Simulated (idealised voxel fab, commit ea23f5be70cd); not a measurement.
The name of this process module is voxel lift off.
225 nm wide, 5 nm square cells: that's cross-section cut.
Heads up, the way a cross-section reads in here is a grid of square cells, handed over as bands from the top down, with every band being one or more rows of cells. Heights first: top, then bottom, in nm. Then materials, left to right, each with a width in nm. "throughout" on a single material: fills the band edge to edge. "empty": empty space. Heights are expressed relative to 0, this being the level below which the as-received wafer comprises one material exclusively. The lowest band is unbounded in the downward direction and is denoted as in "0 -> down". So if you see something like "30..40" for the width, read it as the top row of the band sitting at the first number and the bottom row at the second, with every row in between moving by the same amount as the last. You'll sometimes find "remained unchanged" written for a step, and that's the way of saying that nowhere in the cross-section did a cell change during that step. Under "Voids, fully enclosed" you'll find the enclosed gaps, the ones with no way out to the top, that are 8 cells or bigger; each reads width x height at distance, with distance counted from the left edge, everything in nm. Anything after a step's settings on that line? It's the simulator's own note about the step. A step line may carry the setting "overlay nm", which, for steps involving a mask, states the distance by which the mask lay to the right of its intended position; negative values denote displacement to the left.
The steps planned for the process are as follows:
1) RECEIVE with material Si
2) CONFORMAL_DEP with material SiO2, thk nm 10
3) PATTERN with tone open, mask id LINES, material resist, width nm 20, pitch nm 50, thk nm 20, overlay nm 0
4) DIRECTIONAL_DEP with material Ru, thk nm 5
5) STRIP with etch materials resist
6) CONFORMAL_DEP with material SiO2, thk nm 5
Cross-section: wafer on arrival = after step 1:
* 0 -> down = Si throughout
* Voids, fully enclosed: none
Module complete - cross-section of the first of two wafers, run according to plan:
* 20 -> 15 = empty=70 / SiO2=30 / empty=20 / SiO2=30 / empty=75
* 15 -> 10 = SiO2=75 / Ru=20 / SiO2=30 / Ru=20 / SiO2=80
* 10 -> 0 = SiO2 throughout
* 0 -> down = Si throughout
* Voids, fully enclosed: none
Wafer two, end of module, cross-section. Same start, same plan as wafer one. One mistake in the run:
* 15 -> 10 = empty=75 / Ru=20 / empty=30 / Ru=20 / empty=80
* 10 -> 0 = SiO2 throughout
* 0 -> down = Si throughout
* Voids, fully enclosed: none
In executing the process, a mistake was made relative to the plan: step 6 of the plan was jumped over and never run
Once processing is complete, comparing cell counts shows that the second wafer has more or fewer of certain materials than the first: 49 fewer of SiO2
